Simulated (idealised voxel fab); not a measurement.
The following process module bears the name voxel self aligned vias.
This is section cut - it's 190 nm across, gridded in 5 nm square cells.
For the purposes of this document, a cross-section shall be understood as a grid of square cells, specified as bands listed in top-to-bottom order, each band consisting of one or more rows of cells.
A band entry consists of two parts. The first gives the height of the band's top and the height of its bottom, in nm. The rest lists the band's materials from left to right, each with its width in nm. A single material labelled with the word "edge to edge" fills the band from edge to edge, and the word "air" marks empty space.
Height is counted from the level 0, under which the received wafer is composed throughout of one material. The lowest of the bands is not closed at the bottom but continues downward, in the notation "0..down".
Width "30..40": first value at the band's top row of cells, second value at its bottom row, equal change from row to row.
The cross-section has no changed cell in any step marked "remains unaltered".
Empty spaces without an open route to the top, at least 8 cells in extent, make up the entry "Sealed void inventory"; each is given as width x height at distance, where the distance is measured from the left edge, and all are in nm.
Formally, on a step line, whatever follows the settings is a remark that the simulator itself makes on the step.
If you see "overlay nm" on a step's line and that step has a mask, it's telling you how far right of where it was planned the mask ended up; a negative number means it went left instead.

### Steps planned for the process
1,RECEIVE with material Si
2,CONFORMAL_DEP with material SiO2, thk nm 15
3,CONFORMAL_DEP with material SiCN, thk nm 5
4,DIRECTIONAL_DEP with material lowk, thk nm 25
5,PATTERN with tone open, mask id LINES, material resist, width nm 30, pitch nm 60, thk nm 20, overlay nm 0
6,DIRECTIONAL_ETCH with etch materials lowk, depth nm 25
7,STRIP with etch materials resist
8,CONFORMAL_DEP with material TiN, thk nm 5
9,FILL_DEP with material Ru, thk nm 10
10,CMP with height nm 45
11,SELECTIVE_ETCH with etch materials W Ru TiN, depth nm 10
12,FILL_DEP with material SiN, thk nm 5
13,CMP with height nm 45
14,DIRECTIONAL_DEP with material lowk, thk nm 20
15,PATTERN with tone open, mask id VIAS, material resist, width nm 40, pitch nm 60, thk nm 20, overlay nm 0
16,DIRECTIONAL_ETCH with etch materials lowk, depth nm 20
17,DIRECTIONAL_ETCH with etch materials SiN, depth nm 10
18,STRIP with etch materials resist
19,CONFORMAL_DEP with material TiN, thk nm 5
20,FILL_DEP with material Cu, thk nm 10
21,CMP with height nm 65
22,CONFORMAL_DEP with material SiN, thk nm 5

### Cross-section of the wafer at receipt, which is the condition after step 1
0..down | Si edge to edge
Sealed void inventory: none

### End state of the module in cross-section, given the above starting point and plan and one mistake in execution
70..65 | SiN edge to edge
65..50 | lowk 15 nm / TiN 5 nm / Cu 30 nm / TiN 5 nm / lowk 20 nm / TiN 5 nm / Cu 30 nm / TiN 5 nm / lowk 20 nm / TiN 5 nm / Cu 30 nm / TiN 5 nm / lowk 15 nm
50..40 | lowk 15..20 nm / TiN 10..5 nm / Cu 20 nm / TiN 10..5 nm / lowk 20..30 nm / TiN 10..5 nm / Cu 20 nm / TiN 10..5 nm / lowk 20..30 nm / TiN 10..5 nm / Cu 20 nm / TiN 10..5 nm / lowk 15..20 nm
40..35 | lowk 20 nm / TiN 30 nm / lowk 30 nm / TiN 30 nm / lowk 30 nm / TiN 30 nm / lowk 20 nm
35..30 | SiCN edge to edge
30..0 | SiO2 edge to edge
0..down | Si edge to edge
Sealed void inventory: none
Against the plan, the run slipped here: step 2, plan: ran twice
